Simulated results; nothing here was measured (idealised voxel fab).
process module | voxel released beams
cross-section cut | 285 nm wide | cells 5 nm
A cross-section is a grid of square cells, given in bands from the top down. A band is one or more rows of cells.
Each band's line starts with the height of the band's top and of its bottom, in nm. Then come its materials from left to right, each with its width in nm. One material with "throughout" fills the band from edge to edge. "air" is empty space.
Height 0 is the level under which the wafer as received is all one material. The lowest band goes on downwards, as in "0 down".
A width such as "30 to 40" changes by the same amount from each row of cells to the next, from the band's top row to its bottom row.
"no change" after a step means that no cell of the cross-section changed.
closed voids: empty space of 8 cells or more with no open way to the top, each as width x height at its distance from the left edge, in nm
after a step's settings: what the simulator itself notes on the step
overlay nm, on a step with a mask: how far to the right of its planned place the mask lay; to the left if negative
plan
1 op RECEIVE | material Si
2 op CONFORMAL_DEP | material SiN | thk nm 10
3 op DIRECTIONAL_DEP | material SiO2 | thk nm 10
4 op MASKED_ETCH | tone open | mask id ANCHOR | width nm 15 | etch materials SiO2 | depth nm 10 | overlay nm 0
5 op CONFORMAL_DEP | material polySi | thk nm 10
6 op DIRECTIONAL_DEP | material aC | thk nm 15
7 op PATTERN | tone cover | mask id BEAM | material resist | width nm 90 | thk nm 30 | overlay nm 0
8 op DIRECTIONAL_ETCH | etch materials aC | depth nm 15
9 op STRIP | etch materials resist
10 op DIRECTIONAL_ETCH | etch materials polySi | depth nm 10
11 op STRIP | etch materials aC
12 op STRIP | etch materials SiO2
varied across the wafers: width nm of step 4. The plan shows the first wafer's value. All wafers start alike
first wafer as received, after step 1
  0 down: Si throughout
  closed voids: none
first wafer at the end, after step 12
  30 to 20: air 95 | polySi 90 | air 100
  20 to 10: air 105 | polySi 15 | air 165
  10 to 0: SiN throughout
  0 down: Si throughout
  closed voids: none
last wafer at the end
  30 to 20: air 95 | polySi 10 | air 20 | polySi 60 | air 100
  20 to 10: air 95 | polySi 40 | air 150
  10 to 0: SiN throughout
  0 down: Si throughout
  closed voids: none
each wafer at the end: cells of each material gained (+) or lost (-) since it was received, then its closed voids
width nm 15 | +114 SiN | +42 polySi | closed voids: none
width nm 20 | +114 SiN | +44 polySi | closed voids: none
width nm 25 | +114 SiN | +44 polySi | closed voids: none
width nm 30 | +114 SiN | +44 polySi | closed voids: none
width nm 35 | +114 SiN | +44 polySi | closed voids: none
width nm 40 | +114 SiN | +44 polySi | closed voids: none
